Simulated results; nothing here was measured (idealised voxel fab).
Process module heading - voxel self aligned contacts
It is cross-section cut that appears here, measuring 270 nm in width, its square cells being 5 nm in size.
A cross-section in this document is a grid of square cells, and it is written down as bands, the top band listed before the ones below it; a band is made up of one or more rows of cells. Look at the band entry: it leads with the top's height and the bottom's height in nm. Then it lists the materials left to right, with a width in nm for each. The word "full width" on a single material says that material fills the band edge to edge. The word "empty" is empty space. Note: height 0 marks the level under which the wafer is uniformly one material as received. Lowest band unbounded below, written "0..down". Read "30 to 40" as a graded width: first number on top, second number at the bottom, same change between each pair of neighbouring rows. "remained unchanged" for a step: no cell of the cross-section changed in that step. Reported under the label "Closed void list" are the empty spaces having no open way to the top and comprising 8 cells or more; the notation for each is width x height at distance, in which the distance is measured from the left edge and all three values are in nm. Read whatever lies past the settings on a step's line as the simulator's own remark about the step. On any step carrying a mask, the "overlay nm" setting, if present on the step's line, tells how far right of its planned place the mask lay; negative values point to the left.

### The following list gives the planned process steps
1,RECEIVE with material Si
2,OXIDIZE with depth nm 5
3,DIRECTIONAL_DEP with material polySi, thk nm 30
4,DIRECTIONAL_DEP with material SiN, thk nm 20
5,DIRECTIONAL_DEP with material aC, thk nm 10
6,PATTERN with tone cover, mask id GATE, material resist, width nm 30, pitch nm 75, thk nm 30, overlay nm 0
7,DIRECTIONAL_ETCH with etch materials aC, depth nm 10
8,STRIP with etch materials resist
9,DIRECTIONAL_ETCH with etch materials SiN, depth nm 20
10,DIRECTIONAL_ETCH with etch materials polySi, depth nm 30
11,STRIP with etch materials aC
12,CONFORMAL_DEP with material SiN, thk nm 10
13,DIRECTIONAL_ETCH with etch materials SiN, depth nm 10
14,FILL_DEP with material SiO2, thk nm 20
15,CMP with height nm 60
16,DIRECTIONAL_DEP with material aC, thk nm 10
17,PATTERN with tone open, mask id CONTACT, material resist, width nm 55, thk nm 30, overlay nm 0
18,DIRECTIONAL_ETCH with etch materials aC, depth nm 10
19,STRIP with etch materials resist
20,DIRECTIONAL_ETCH with etch materials SiO2, depth nm 65
21,STRIP with etch materials aC
22,CONFORMAL_DEP with material TiN, thk nm 5
23,FILL_DEP with material Ru, thk nm 5
24,CMP with height nm 60
25,CONFORMAL_DEP with material SiN, thk nm 5

### The cross-section here shows the wafer as received, i.e. in its state after step 1
  0..down = Si full width
  Closed void list: none

### Cross-section: first of two wafers, module finished, run according to plan
  65..60 = SiN full width
  60..50 = SiO2: 105 | TiN: 5 to 20 | Ru: 45 to 15 | TiN: 5 to 20 | SiO2: 110
  50..30 = SiO2: 70 | SiN: 50 | TiN: 5 | Ru: 15 | TiN: 5 | SiN: 50 | SiO2: 75
  30..0 = SiO2: 70 | SiN: 10 | polySi: 30 | SiN: 10 | TiN: 5 | Ru: 15 | TiN: 5 | SiN: 10 | polySi: 30 | SiN: 10 | SiO2: 75
  0..-5 = SiO2: 120 | TiN: 25 | SiO2: 125
  -5..down = Si full width
  Closed void list: none

### Cross-section, wafer two of two, end of module: same start and plan as wafer one, one error in execution
  65..60 = SiN full width
  60..45 = SiO2: 105 | TiN: 5 | Ru: 45 | TiN: 5 | SiO2: 110
  45..40 = SiO2: 105 | TiN: 10 | Ru: 35 | TiN: 10 | SiO2: 110
  40..30 = SiO2: 80 | SiN: 30 | TiN: 5 | Ru: 35 | TiN: 5 | SiN: 30 | SiO2: 85
  30..0 = SiO2: 80 | polySi: 30 | TiN: 5 | Ru: 35 | TiN: 5 | polySi: 30 | SiO2: 85
  0..-5 = SiO2: 110 | TiN: 45 | SiO2: 115
  -5..down = Si full width
  Closed void list: none
Nonconformance to the process plan: step 12 was left out
End check, counted in cells, second wafer has more or fewer of these materials than the first: 48 more of Ru | 104 fewer of SiN | 56 more of SiO2
